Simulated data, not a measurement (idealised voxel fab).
The name of this process module is voxel self aligned vias.
Section shown: cut. Width: 245 nm. Cell size: 5 nm, square.
How to read a cross-section here: the picture is a grid of square cells, written as bands going from the top down, and any band can span one or more rows of cells. In this notation a band is specified by the heights of its top and bottom, in that order and in nm, after which its materials appear from left to right, each paired with its width in nm. The word "all across" attached to a single material means that material fills the band from edge to edge; the word "air" stands for empty space. Heights from 0 (as-received wafer is one material below). Bottom band endless downward, as "0 and below". The width entry "30..40" should be interpreted row by row: the top row of cells in the band takes the first number, the bottom row takes the second number, and the change between adjacent rows is uniform throughout. The cross-section has no changed cell in any step marked "left unchanged". Each empty space that has no open way to the top and spans at least 8 cells appears under "Fully closed voids" as width x height at distance, the distance counted from the left edge, all in nm. The remark found on a step's line after its settings is issued by the simulator itself and pertains to that step. Among the settings permitted on a step's line is "overlay nm"; applied to a step with a mask, it specifies the extent to which the mask lay to the right of its planned position, whereas a negative figure signifies a position to the left.
## plan
step 1: RECEIVE: material Si
step 2: CONFORMAL_DEP: material SiO2, thk nm 15
step 3: CONFORMAL_DEP: material SiCN, thk nm 5
step 4: DIRECTIONAL_DEP: material lowk, thk nm 25
step 5: DIRECTIONAL_DEP: material aC, thk nm 15
step 6: PATTERN: tone open, mask id LINES, material resist, width nm 20, pitch nm 70, thk nm 30, overlay nm 0
step 7: DIRECTIONAL_ETCH: etch materials aC, depth nm 15
step 8: STRIP: etch materials resist
step 9: DIRECTIONAL_ETCH: etch materials lowk, depth nm 25
step 10: STRIP: etch materials aC
step 11: CONFORMAL_DEP: material TiN, thk nm 5
step 12: FILL_DEP: material W, thk nm 10
step 13: CMP: height nm 45
step 14: SELECTIVE_ETCH: etch materials W Ru TiN, depth nm 10
step 15: FILL_DEP: material SiN, thk nm 5
step 16: CMP: height nm 45
step 17: DIRECTIONAL_DEP: material lowk, thk nm 20
step 18: DIRECTIONAL_DEP: material aC, thk nm 15
step 19: PATTERN: tone open, mask id VIAS, material resist, width nm 40, pitch nm 70, thk nm 35, overlay nm 0
step 20: DIRECTIONAL_ETCH: etch materials aC, depth nm 15
step 21: STRIP: etch materials resist
step 22: DIRECTIONAL_ETCH: etch materials lowk, depth nm 20
step 23: DIRECTIONAL_ETCH: etch materials SiN, depth nm 10
step 24: STRIP: etch materials aC
step 25: CONFORMAL_DEP: material TiN, thk nm 5
step 26: FILL_DEP: material Cu, thk nm 5
step 27: CMP: height nm 65
step 28: CONFORMAL_DEP: material SiCN, thk nm 5
## Delivered wafer in cross-section: state after step 1
- 0 and below = Si all across
- Fully closed voids: none
## Result of the module, cross-sectioned: start per above, plan per above, one error in how it was run
- 70 down to 65 = SiCN all across
- 65 down to 40 = 30 of lowk | 5 of TiN | 30 of Cu | 5 of TiN | 30 of lowk | 5 of TiN | 30 of Cu | 5 of TiN | 30 of lowk | 5 of TiN | 30 of Cu | 5 of TiN | 35 of lowk
- 40 down to 35 = 30 of lowk | 40 of TiN | 30 of lowk | 40 of TiN | 30 of lowk | 40 of TiN | 35 of lowk
- 35 down to 25 = 30 of lowk | 15 of TiN | 10 of W | 15 of TiN | 30 of lowk | 15 of TiN | 10 of W | 15 of TiN | 30 of lowk | 15 of TiN | 10 of W | 15 of TiN | 35 of lowk
- 25 down to 20 = 40 of lowk | 20 of TiN | 50 of lowk | 20 of TiN | 50 of lowk | 20 of TiN | 45 of lowk
- 20 down to 15 = SiCN all across
- 15 down to 0 = SiO2 all across
- 0 and below = Si all across
- Fully closed voids: none
Here's what went sideways: it should be noted that step 22 of the plan was executed twice
